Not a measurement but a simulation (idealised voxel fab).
Presented below is a process module, voxel transistor to metal.
Cross-section cut: width 185 nm, square cells of 5 nm.
A cross-section in this document is a grid of square cells, and it is written down as bands, the top band listed before the ones below it; a band is made up of one or more rows of cells.
First you get the band's top height and its bottom height, in nm, and then the materials it's made of, left to right, with each width in nm. If you see a single material with "all across", that one covers the band edge to edge. "air" is empty space.
Height 0 is the level under which the wafer as received is all one material. The lowest band goes on downwards, as in "0 down".
With a width like "30..40", each row of cells in the band differs from the next by the same amount, the top row carrying the first number and the bottom row the second.
The cross-section has no changed cell in any step marked "no alterations made".
Listed in "Cavities, sealed": every empty space of 8 or more cells without an open way to the top. Form: width x height at distance, the distance being from the left edge, all in nm.
The remark found on a step's line after its settings is issued by the simulator itself and pertains to that step.
overlay nm: for a step with a mask, the amount by which the mask lay right of where it was planned; a negative amount means left of it.

So here's the lineup of process steps we planned:
1 RECEIVE: material Si
2 CONFORMAL_DEP: material SiO2, thk nm 5
3 CONFORMAL_DEP: material SiN, thk nm 10
4 DIRECTIONAL_DEP: material aC, thk nm 10
5 PATTERN: tone cover, mask id ACTIVE, material resist, width nm 125, thk nm 30, overlay nm 0
6 DIRECTIONAL_ETCH: etch materials aC, depth nm 10
7 STRIP: etch materials resist
8 DIRECTIONAL_ETCH: etch materials SiN, depth nm 10
9 DIRECTIONAL_ETCH: etch materials SiO2, depth nm 5
10 DIRECTIONAL_ETCH: etch materials Si, depth nm 20
11 STRIP: etch materials aC
12 FILL_DEP: material SiO2, thk nm 10
13 CMP: height nm 15
14 SELECTIVE_ETCH: etch materials SiO2, depth nm 5
15 STRIP: etch materials SiN
16 SELECTIVE_ETCH: etch materials SiO2, depth nm 5
17 OXIDIZE: depth nm 5
18 DIRECTIONAL_DEP: material polySi, thk nm 30
19 DIRECTIONAL_DEP: material SiCN, thk nm 10
20 MASKED_ETCH: tone cover, mask id GATE, width nm 35, etch materials SiCN, depth nm 20, overlay nm 0
21 MASKED_ETCH: tone cover, mask id GATE, width nm 35, etch materials polySi, depth nm 40, overlay nm 0
22 CONFORMAL_DEP: material SiN, thk nm 10
23 DIRECTIONAL_ETCH: etch materials SiN, depth nm 10
24 DIRECTIONAL_ETCH: etch materials SiO2, depth nm 5
25 DIRECTIONAL_ETCH: etch materials Si, depth nm 5
26 EPI: material SiGe, thk nm 5
27 FILL_DEP: material SiO2, thk nm 5
28 CMP: height nm 30
29 STRIP: etch materials polySi
30 SELECTIVE_ETCH: etch materials SiO2, depth nm 5
31 CONFORMAL_DEP: material HfO2, thk nm 5
32 CONFORMAL_DEP: material TiN, thk nm 5
33 FILL_DEP: material W, thk nm 5
34 CMP: height nm 25
35 DIRECTIONAL_DEP: material SiO2, thk nm 15
36 MASKED_ETCH: tone open, mask id CONTACT, width nm 20, pitch nm 95, etch materials SiO2, depth nm 45, overlay nm 0
37 CONFORMAL_DEP: material TiN, thk nm 5
38 FILL_DEP: material Ru, thk nm 5
39 CMP: height nm 40
40 CONFORMAL_DEP: material SiN, thk nm 5
41 DIRECTIONAL_DEP: material SiO2, thk nm 15
42 PATTERN: tone open, mask id METAL_1, material resist, width nm 20, pitch nm 95, thk nm 15, overlay nm 0
43 DIRECTIONAL_ETCH: etch materials SiO2, depth nm 15
44 DIRECTIONAL_ETCH: etch materials SiN, depth nm 5
45 STRIP: etch materials resist
46 CONFORMAL_DEP: material TiN, thk nm 5
47 FILL_DEP: material Cu, thk nm 10
48 CMP: height nm 60
49 CONFORMAL_DEP: material SiN, thk nm 5

First of two wafers, with the run carried out as planned:

Cross-section of the wafer as it came to us, i.e., already through step 1:
* 0 down = Si all across
* Cavities, sealed: none

Take a look at the wafer's cross-section after step 2:
* 5 to 0 = SiO2 all across
* Below 0, the layers are the same as they were.

Take a look at the wafer's cross-section after step 3:
* 15 to 5 = SiN all across
* Below 5, the layers are the same as they were.

Take a look at the wafer's cross-section after step 4:
* 25 to 15 = aC all across
* Below 15, the layers are the same as they were.

Take a look at the wafer's cross-section after step 5:
* 55 to 25 = 30 of air | 125 of resist | 30 of air
* Below 25, the layers are the same as they were.

Take a look at the wafer's cross-section after step 6:
* 45 to 25 = 30 of air | 125 of resist | 30 of air
* 25 to 15 = 30 of air | 125 of aC | 30 of air
* Below 15, the layers are the same as they were.

Take a look at the wafer's cross-section after step 7:
* 25 to 15 = 30 of air | 125 of aC | 30 of air
* Below 15, the layers are the same as they were.

Take a look at the wafer's cross-section after step 8:
* 25 to 15 = 30 of air | 125 of aC | 30 of air
* 15 to 5 = 30 of air | 125 of SiN | 30 of air
* Below 5, the layers are the same as they were.

Take a look at the wafer's cross-section after step 9:
* 25 to 15 = 30 of air | 125 of aC | 30 of air
* 15 to 5 = 30 of air | 125 of SiN | 30 of air
* 5 to 0 = 30 of air | 125 of SiO2 | 30 of air
* Below 0, the layers are the same as they were.

Take a look at the wafer's cross-section after step 10:
* 25 to 15 = 30 of air | 125 of aC | 30 of air
* 15 to 5 = 30 of air | 125 of SiN | 30 of air
* 5 to 0 = 30 of air | 125 of SiO2 | 30 of air
* 0 to -20 = 30 of air | 125 of Si | 30 of air
* Below -20, the layers are the same as they were.

Take a look at the wafer's cross-section after step 11:
* 15 to 5 = 30 of air | 125 of SiN | 30 of air
* Below 5, the layers are the same as they were.

Take a look at the wafer's cross-section after step 12:
* 25 to 15 = SiO2 all across
* 15 to 5 = 30 of SiO2 | 125 of SiN | 30 of SiO2
* 5 to 0 = SiO2 all across
* 0 to -20 = 30 of SiO2 | 125 of Si | 30 of SiO2
* Below -20, the layers are the same as they were.

Take a look at the wafer's cross-section after step 13:
* 15 to 5 = 30 of SiO2 | 125 of SiN | 30 of SiO2
* Below 5, the layers are the same as they were.

Take a look at the wafer's cross-section after step 14:
* 15 to 10 = 30 of air | 125 of SiN | 30 of air
* Below 10, the layers are the same as they were.

Take a look at the wafer's cross-section after step 15:
* 10 to 5 = 30 of SiO2 | 125 of air | 30 of SiO2
* Below 5, the layers are the same as they were.

Take a look at the wafer's cross-section after step 16:
* 5 to 0 = 25 of SiO2 | 135 of air | 25 of SiO2
* Below 0, the layers are the same as they were.

Take a look at the wafer's cross-section after step 17:
* 5 to 0 = 25 of SiO2 | 135 of air | 25 of SiO2
* 0 to -5 = SiO2 all across
* Below -5, the layers are the same as they were.

Take a look at the wafer's cross-section after step 18:
* 35 to 30 = 25 of polySi | 135 of air | 25 of polySi
* 30 to 5 = polySi all across
* 5 to 0 = 25 of SiO2 | 135 of polySi | 25 of SiO2
* Below 0, the layers are the same as they were.

Take a look at the wafer's cross-section after step 19:
* 45 to 40 = 25 of SiCN | 135 of air | 25 of SiCN
* 40 to 35 = SiCN all across
* 35 to 30 = 25 of polySi | 135 of SiCN | 25 of polySi
* Below 30, the layers are the same as they were.

Take a look at the wafer's cross-section after step 20:
* 40 to 35 = 75 of air | 35 of SiCN | 75 of air
* 35 to 30 = 25 of polySi | 50 of air | 35 of SiCN | 50 of air | 25 of polySi
* Below 30, the layers are the same as they were.

Take a look at the wafer's cross-section after step 21:
* 40 to 30 = 75 of air | 35 of SiCN | 75 of air
* 30 to 5 = 75 of air | 35 of polySi | 75 of air
* 5 to 0 = 25 of SiO2 | 50 of air | 35 of polySi | 50 of air | 25 of SiO2
* Below 0, the layers are the same as they were.

Take a look at the wafer's cross-section after step 22:
* 50 to 40 = 65 of air | 55 of SiN | 65 of air
* 40 to 30 = 65 of air | 10 of SiN | 35 of SiCN | 10 of SiN | 65 of air
* 30 to 15 = 65 of air | 10 of SiN | 35 of polySi | 10 of SiN | 65 of air
* 15 to 10 = 35 of SiN | 30 of air | 10 of SiN | 35 of polySi | 10 of SiN | 30 of air | 35 of SiN
* 10 to 5 = 75 of SiN | 35 of polySi | 75 of SiN
* 5 to 0 = 25 of SiO2 | 50 of SiN | 35 of polySi | 50 of SiN | 25 of SiO2
* Below 0, the layers are the same as they were.

Take a look at the wafer's cross-section after step 23:
* 40 to 30 = 65 of air | 10 of SiN | 35 of SiCN | 10 of SiN | 65 of air
* 30 to 5 = 65 of air | 10 of SiN | 35 of polySi | 10 of SiN | 65 of air
* 5 to 0 = 25 of SiO2 | 10 of SiN | 30 of air | 10 of SiN | 35 of polySi | 10 of SiN | 30 of air | 10 of SiN | 25 of SiO2
* Below 0, the layers are the same as they were.

Take a look at the wafer's cross-section after step 24:
* 40 to 30 = 65 of air | 10 of SiN | 35 of SiCN | 10 of SiN | 65 of air
* 30 to 5 = 65 of air | 10 of SiN | 35 of polySi | 10 of SiN | 65 of air
* 5 to 0 = 25 of air | 10 of SiN | 30 of air | 10 of SiN | 35 of polySi | 10 of SiN | 30 of air | 10 of SiN | 25 of air
* 0 to -5 = 35 of SiO2 | 30 of air | 55 of SiO2 | 30 of air | 35 of SiO2
* Below -5, the layers are the same as they were.

Take a look at the wafer's cross-section after step 25:
* 40 to 30 = 65 of air | 10 of SiN | 35 of SiCN | 10 of SiN | 65 of air
* 30 to 5 = 65 of air | 10 of SiN | 35 of polySi | 10 of SiN | 65 of air
* 5 to 0 = 25 of air | 10 of SiN | 30 of air | 10 of SiN | 35 of polySi | 10 of SiN | 30 of air | 10 of SiN | 25 of air
* 0 to -5 = 35 of SiO2 | 30 of air | 55 of SiO2 | 30 of air | 35 of SiO2
* -5 to -10 = 30 of SiO2 | 5 of Si | 30 of air | 55 of Si | 30 of air | 5 of Si | 30 of SiO2
* Below -10, the layers are the same as they were.

Take a look at the wafer's cross-section after step 26:
* 40 to 30 = 65 of air | 10 of SiN | 35 of SiCN | 10 of SiN | 65 of air
* 30 to 5 = 65 of air | 10 of SiN | 35 of polySi | 10 of SiN | 65 of air
* 5 to 0 = 25 of air | 10 of SiN | 30 of air | 10 of SiN | 35 of polySi | 10 of SiN | 30 of air | 10 of SiN | 25 of air
* 0 to -5 = 35 of SiO2 | 5 of SiGe | 20 of air | 5 of SiGe | 55 of SiO2 | 5 of SiGe | 20 of air | 5 of SiGe | 35 of SiO2
* -5 to -10 = 30 of SiO2 | 5 of Si | 30 of SiGe | 55 of Si | 30 of SiGe | 5 of Si | 30 of SiO2
* Below -10, the layers are the same as they were.

Take a look at the wafer's cross-section after step 27:
* 45 to 40 = SiO2 all across
* 40 to 30 = 65 of SiO2 | 10 of SiN | 35 of SiCN | 10 of SiN | 65 of SiO2
* 30 to 5 = 65 of SiO2 | 10 of SiN | 35 of polySi | 10 of SiN | 65 of SiO2
* 5 to 0 = 25 of SiO2 | 10 of SiN | 30 of SiO2 | 10 of SiN | 35 of polySi | 10 of SiN | 30 of SiO2 | 10 of SiN | 25 of SiO2
* 0 to -5 = 35 of SiO2 | 5 of SiGe | 20 of SiO2 | 5 of SiGe | 55 of SiO2 | 5 of SiGe | 20 of SiO2 | 5 of SiGe | 35 of SiO2
* Below -5, the layers are the same as they were.

Take a look at the wafer's cross-section after step 28:
* 30 to 5 = 65 of SiO2 | 10 of SiN | 35 of polySi | 10 of SiN | 65 of SiO2
* Below 5, the layers are the same as they were.

Take a look at the wafer's cross-section after step 29:
* 30 to 5 = 65 of SiO2 | 10 of SiN | 35 of air | 10 of SiN | 65 of SiO2
* 5 to 0 = 25 of SiO2 | 10 of SiN | 30 of SiO2 | 10 of SiN | 35 of air | 10 of SiN | 30 of SiO2 | 10 of SiN | 25 of SiO2
* Below 0, the layers are the same as they were.

Take a look at the wafer's cross-section after step 30:
* 30 to 25 = 65 of air | 10 of SiN | 35 of air | 10 of SiN | 65 of air
* 25 to 5 = 65 of SiO2 | 10 of SiN | 35 of air | 10 of SiN | 65 of SiO2
* 5 to 0 = 25 of SiO2 | 10 of SiN | 30 of SiO2 | 10 of SiN | 35 of air | 10 of SiN | 30 of SiO2 | 10 of SiN | 25 of SiO2
* 0 to -5 = 35 of SiO2 | 5 of SiGe | 20 of SiO2 | 5 of SiGe | 5 of SiO2 | 45 of air | 5 of SiO2 | 5 of SiGe | 20 of SiO2 | 5 of SiGe | 35 of SiO2
* Below -5, the layers are the same as they were.

Take a look at the wafer's cross-section after step 31:
* 35 to 30 = 60 of air | 20 of HfO2 | 25 of air | 20 of HfO2 | 60 of air
* 30 to 25 = 65 of HfO2 | 10 of SiN | 5 of HfO2 | 25 of air | 5 of HfO2 | 10 of SiN | 65 of HfO2
* 25 to 5 = 65 of SiO2 | 10 of SiN | 5 of HfO2 | 25 of air | 5 of HfO2 | 10 of SiN | 65 of SiO2
* 5 to 0 = 25 of SiO2 | 10 of SiN | 30 of SiO2 | 10 of SiN | 5 of HfO2 | 25 of air | 5 of HfO2 | 10 of SiN | 30 of SiO2 | 10 of SiN | 25 of SiO2
* 0 to -5 = 35 of SiO2 | 5 of SiGe | 20 of SiO2 | 5 of SiGe | 5 of SiO2 | 45 of HfO2 | 5 of SiO2 | 5 of SiGe | 20 of SiO2 | 5 of SiGe | 35 of SiO2
* Below -5, the layers are the same as they were.

Take a look at the wafer's cross-section after step 32:
* 40 to 35 = 55 of air | 30 of TiN | 15 of air | 30 of TiN | 55 of air
* 35 to 30 = 60 of TiN | 20 of HfO2 | 5 of TiN | 15 of air | 5 of TiN | 20 of HfO2 | 60 of TiN
* 30 to 25 = 65 of HfO2 | 10 of SiN | 5 of HfO2 | 5 of TiN | 15 of air | 5 of TiN | 5 of HfO2 | 10 of SiN | 65 of HfO2
* 25 to 5 = 65 of SiO2 | 10 of SiN | 5 of HfO2 | 5 of TiN | 15 of air | 5 of TiN | 5 of HfO2 | 10 of SiN | 65 of SiO2
* 5 to 0 = 25 of SiO2 | 10 of SiN | 30 of SiO2 | 10 of SiN | 5 of HfO2 | 25 of TiN | 5 of HfO2 | 10 of SiN | 30 of SiO2 | 10 of SiN | 25 of SiO2
* Below 0, the layers are the same as they were.

Take a look at the wafer's cross-section after step 33:
* 45 to 40 = W all across
* 40 to 35 = 55 of W | 30 of TiN | 15 of W | 30 of TiN | 55 of W
* 35 to 30 = 60 of TiN | 20 of HfO2 | 5 of TiN | 15 of W | 5 of TiN | 20 of HfO2 | 60 of TiN
* 30 to 25 = 65 of HfO2 | 10 of SiN | 5 of HfO2 | 5 of TiN | 15 of W | 5 of TiN | 5 of HfO2 | 10 of SiN | 65 of HfO2
* 25 to 5 = 65 of SiO2 | 10 of SiN | 5 of HfO2 | 5 of TiN | 15 of W | 5 of TiN | 5 of HfO2 | 10 of SiN | 65 of SiO2
* Below 5, the layers are the same as they were.

Take a look at the wafer's cross-section after step 34:
* 25 to 5 = 65 of SiO2 | 10 of SiN | 5 of HfO2 | 5 of TiN | 15 of W | 5 of TiN | 5 of HfO2 | 10 of SiN | 65 of SiO2
* Below 5, the layers are the same as they were.

Take a look at the wafer's cross-section after step 35:
* 40 to 25 = SiO2 all across
* Below 25, the layers are the same as they were.

Take a look at the wafer's cross-section after step 36:
* 40 to 25 = 35 of SiO2 | 20 of air | 75 of SiO2 | 20 of air | 35 of SiO2
* 25 to 5 = 35 of SiO2 | 20 of air | 10 of SiO2 | 10 of SiN | 5 of HfO2 | 5 of TiN | 15 of W | 5 of TiN | 5 of HfO2 | 10 of SiN | 10 of SiO2 | 20 of air | 35 of SiO2
* 5 to 0 = 25 of SiO2 | 10 of SiN | 20 of air | 10 of SiO2 | 10 of SiN | 5 of HfO2 | 25 of TiN | 5 of HfO2 | 10 of SiN | 10 of SiO2 | 20 of air | 10 of SiN | 25 of SiO2
* 0 to -5 = 35 of SiO2 | 5 of SiGe | 15 of air | 5 of SiO2 | 5 of SiGe | 5 of SiO2 | 45 of HfO2 | 5 of SiO2 | 5 of SiGe | 5 of SiO2 | 15 of air | 5 of SiGe | 35 of SiO2
* Below -5, the layers are the same as they were.

Take a look at the wafer's cross-section after step 37:
* 45 to 40 = 40 of TiN | 10 of air | 85 of TiN | 10 of air | 40 of TiN
* 40 to 25 = 35 of SiO2 | 5 of TiN | 10 of air | 5 of TiN | 75 of SiO2 | 5 of TiN | 10 of air | 5 of TiN | 35 of SiO2
* 25 to 5 = 35 of SiO2 | 5 of TiN | 10 of air | 5 of TiN | 10 of SiO2 | 10 of SiN | 5 of HfO2 | 5 of TiN | 15 of W | 5 of TiN | 5 of HfO2 | 10 of SiN | 10 of SiO2 | 5 of TiN | 10 of air | 5 of TiN | 35 of SiO2
* 5 to 0 = 25 of SiO2 | 10 of SiN | 10 of TiN | 5 of air | 5 of TiN | 10 of SiO2 | 10 of SiN | 5 of HfO2 | 25 of TiN | 5 of HfO2 | 10 of SiN | 10 of SiO2 | 5 of TiN | 5 of air | 10 of TiN | 10 of SiN | 25 of SiO2
* 0 to -5 = 35 of SiO2 | 5 of SiGe | 15 of TiN | 5 of SiO2 | 5 of SiGe | 5 of SiO2 | 45 of HfO2 | 5 of SiO2 | 5 of SiGe | 5 of SiO2 | 15 of TiN | 5 of SiGe | 35 of SiO2
* Below -5, the layers are the same as they were.

Take a look at the wafer's cross-section after step 38:
* 50 to 45 = Ru all across
* 45 to 40 = 40 of TiN | 10 of Ru | 85 of TiN | 10 of Ru | 40 of TiN
* 40 to 25 = 35 of SiO2 | 5 of TiN | 10 of Ru | 5 of TiN | 75 of SiO2 | 5 of TiN | 10 of Ru | 5 of TiN | 35 of SiO2
* 25 to 5 = 35 of SiO2 | 5 of TiN | 10 of Ru | 5 of TiN | 10 of SiO2 | 10 of SiN | 5 of HfO2 | 5 of TiN | 15 of W | 5 of TiN | 5 of HfO2 | 10 of SiN | 10 of SiO2 | 5 of TiN | 10 of Ru | 5 of TiN | 35 of SiO2
* 5 to 0 = 25 of SiO2 | 10 of SiN | 10 of TiN | 5 of Ru | 5 of TiN | 10 of SiO2 | 10 of SiN | 5 of HfO2 | 25 of TiN | 5 of HfO2 | 10 of SiN | 10 of SiO2 | 5 of TiN | 5 of Ru | 10 of TiN | 10 of SiN | 25 of SiO2
* Below 0, the layers are the same as they were.

Take a look at the wafer's cross-section after step 39:
* 40 to 25 = 35 of SiO2 | 5 of TiN | 10 of Ru | 5 of TiN | 75 of SiO2 | 5 of TiN | 10 of Ru | 5 of TiN | 35 of SiO2
* Below 25, the layers are the same as they were.

Take a look at the wafer's cross-section after step 40:
* 45 to 40 = SiN all across
* Below 40, the layers are the same as they were.

Take a look at the wafer's cross-section after step 41:
* 60 to 45 = SiO2 all across
* Below 45, the layers are the same as they were.

Take a look at the wafer's cross-section after step 42:
* 75 to 60 = 35 of resist | 20 of air | 75 of resist | 20 of air | 35 of resist
* Below 60, the layers are the same as they were.

Take a look at the wafer's cross-section after step 43:
* 75 to 60 = 35 of resist | 20 of air | 75 of resist | 20 of air | 35 of resist
* 60 to 45 = 35 of SiO2 | 20 of air | 75 of SiO2 | 20 of air | 35 of SiO2
* Below 45, the layers are the same as they were.

Take a look at the wafer's cross-section after step 44:
* 75 to 60 = 35 of resist | 20 of air | 75 of resist | 20 of air | 35 of resist
* 60 to 45 = 35 of SiO2 | 20 of air | 75 of SiO2 | 20 of air | 35 of SiO2
* 45 to 40 = 35 of SiN | 20 of air | 75 of SiN | 20 of air | 35 of SiN
* Below 40, the layers are the same as they were.

Take a look at the wafer's cross-section after step 45:
* 60 to 45 = 35 of SiO2 | 20 of air | 75 of SiO2 | 20 of air | 35 of SiO2
* Below 45, the layers are the same as they were.

Take a look at the wafer's cross-section after step 46:
* 65 to 60 = 40 of TiN | 10 of air | 85 of TiN | 10 of air | 40 of TiN
* 60 to 45 = 35 of SiO2 | 5 of TiN | 10 of air | 5 of TiN | 75 of SiO2 | 5 of TiN | 10 of air | 5 of TiN | 35 of SiO2
* 45 to 40 = 35 of SiN | 20 of TiN | 75 of SiN | 20 of TiN | 35 of SiN
* Below 40, the layers are the same as they were.

Take a look at the wafer's cross-section after step 47:
* 75 to 65 = Cu all across
* 65 to 60 = 40 of TiN | 10 of Cu | 85 of TiN | 10 of Cu | 40 of TiN
* 60 to 45 = 35 of SiO2 | 5 of TiN | 10 of Cu | 5 of TiN | 75 of SiO2 | 5 of TiN | 10 of Cu | 5 of TiN | 35 of SiO2
* Below 45, the layers are the same as they were.

Take a look at the wafer's cross-section after step 48:
* 60 to 45 = 35 of SiO2 | 5 of TiN | 10 of Cu | 5 of TiN | 75 of SiO2 | 5 of TiN | 10 of Cu | 5 of TiN | 35 of SiO2
* Below 45, the layers are the same as they were.

Take a look at the wafer's cross-section after step 49:
* 65 to 60 = SiN all across
* Below 60, the layers are the same as they were.

Wafer two of the pair: same origin, same plan, one error during the run; identical to wafer one up to and including step 34:

Second wafer, cross-section, planned end of step 35:
* 55 to 25 = SiO2 all across
* Below 25, the layers are the same as they were.

Second wafer, cross-section, planned end of step 36:
* 55 to 25 = 35 of SiO2 | 20 of air | 75 of SiO2 | 20 of air | 35 of SiO2
* 25 to 10 = 35 of SiO2 | 20 of air | 10 of SiO2 | 10 of SiN | 5 of HfO2 | 5 of TiN | 15 of W | 5 of TiN | 5 of HfO2 | 10 of SiN | 10 of SiO2 | 20 of air | 35 of SiO2
* Below 10, the layers are the same as they were.

Second wafer, cross-section, planned end of step 37:
* 60 to 55 = 40 of TiN | 10 of air | 85 of TiN | 10 of air | 40 of TiN
* 55 to 25 = 35 of SiO2 | 5 of TiN | 10 of air | 5 of TiN | 75 of SiO2 | 5 of TiN | 10 of air | 5 of TiN | 35 of SiO2
* 25 to 15 = 35 of SiO2 | 5 of TiN | 10 of air | 5 of TiN | 10 of SiO2 | 10 of SiN | 5 of HfO2 | 5 of TiN | 15 of W | 5 of TiN | 5 of HfO2 | 10 of SiN | 10 of SiO2 | 5 of TiN | 10 of air | 5 of TiN | 35 of SiO2
* 15 to 10 = 35 of SiO2 | 20 of TiN | 10 of SiO2 | 10 of SiN | 5 of HfO2 | 5 of TiN | 15 of W | 5 of TiN | 5 of HfO2 | 10 of SiN | 10 of SiO2 | 20 of TiN | 35 of SiO2
* Below 10, the layers are the same as they were.

Second wafer, cross-section, planned end of step 38:
* 65 to 60 = Ru all across
* 60 to 55 = 40 of TiN | 10 of Ru | 85 of TiN | 10 of Ru | 40 of TiN
* 55 to 25 = 35 of SiO2 | 5 of TiN | 10 of Ru | 5 of TiN | 75 of SiO2 | 5 of TiN | 10 of Ru | 5 of TiN | 35 of SiO2
* 25 to 15 = 35 of SiO2 | 5 of TiN | 10 of Ru | 5 of TiN | 10 of SiO2 | 10 of SiN | 5 of HfO2 | 5 of TiN | 15 of W | 5 of TiN | 5 of HfO2 | 10 of SiN | 10 of SiO2 | 5 of TiN | 10 of Ru | 5 of TiN | 35 of SiO2
* Below 15, the layers are the same as they were.

Second wafer, cross-section, planned end of step 39:
* 40 to 25 = 35 of SiO2 | 5 of TiN | 10 of Ru | 5 of TiN | 75 of SiO2 | 5 of TiN | 10 of Ru | 5 of TiN | 35 of SiO2
* Below 25, the layers are the same as they were.

Second wafer, cross-section, planned end of step 40:
* 45 to 40 = SiN all across
* Below 40, the layers are the same as they were.

Second wafer, cross-section, planned end of step 41:
* 60 to 45 = SiO2 all across
* Below 45, the layers are the same as they were.

Second wafer, cross-section, planned end of step 42:
* 75 to 60 = 35 of resist | 20 of air | 75 of resist | 20 of air | 35 of resist
* Below 60, the layers are the same as they were.

Second wafer, cross-section, planned end of step 43:
* 75 to 60 = 35 of resist | 20 of air | 75 of resist | 20 of air | 35 of resist
* 60 to 45 = 35 of SiO2 | 20 of air | 75 of SiO2 | 20 of air | 35 of SiO2
* Below 45, the layers are the same as they were.

Second wafer, cross-section, planned end of step 44:
* 75 to 60 = 35 of resist | 20 of air | 75 of resist | 20 of air | 35 of resist
* 60 to 45 = 35 of SiO2 | 20 of air | 75 of SiO2 | 20 of air | 35 of SiO2
* 45 to 40 = 35 of SiN | 20 of air | 75 of SiN | 20 of air | 35 of SiN
* Below 40, the layers are the same as they were.

Second wafer, cross-section, planned end of step 45:
* 60 to 45 = 35 of SiO2 | 20 of air | 75 of SiO2 | 20 of air | 35 of SiO2
* Below 45, the layers are the same as they were.

Second wafer, cross-section, planned end of step 46:
* 65 to 60 = 40 of TiN | 10 of air | 85 of TiN | 10 of air | 40 of TiN
* 60 to 45 = 35 of SiO2 | 5 of TiN | 10 of air | 5 of TiN | 75 of SiO2 | 5 of TiN | 10 of air | 5 of TiN | 35 of SiO2
* 45 to 40 = 35 of SiN | 20 of TiN | 75 of SiN | 20 of TiN | 35 of SiN
* Below 40, the layers are the same as they were.

Second wafer, cross-section, planned end of step 47:
* 75 to 65 = Cu all across
* 65 to 60 = 40 of TiN | 10 of Cu | 85 of TiN | 10 of Cu | 40 of TiN
* 60 to 45 = 35 of SiO2 | 5 of TiN | 10 of Cu | 5 of TiN | 75 of SiO2 | 5 of TiN | 10 of Cu | 5 of TiN | 35 of SiO2
* Below 45, the layers are the same as they were.

Second wafer, cross-section, planned end of step 48:
* 60 to 45 = 35 of SiO2 | 5 of TiN | 10 of Cu | 5 of TiN | 75 of SiO2 | 5 of TiN | 10 of Cu | 5 of TiN | 35 of SiO2
* Below 45, the layers are the same as they were.

Second wafer, cross-section, planned end of step 49:
* 65 to 60 = SiN all across
* Below 60, the layers are the same as they were.
It is concluded that the wafer was processed incorrectly with respect to the plan, in that step 35 from the plan got run twice
at the end the second wafer has, in cells: 10 fewer of Ru; 22 more of SiO2; 12 fewer of TiN
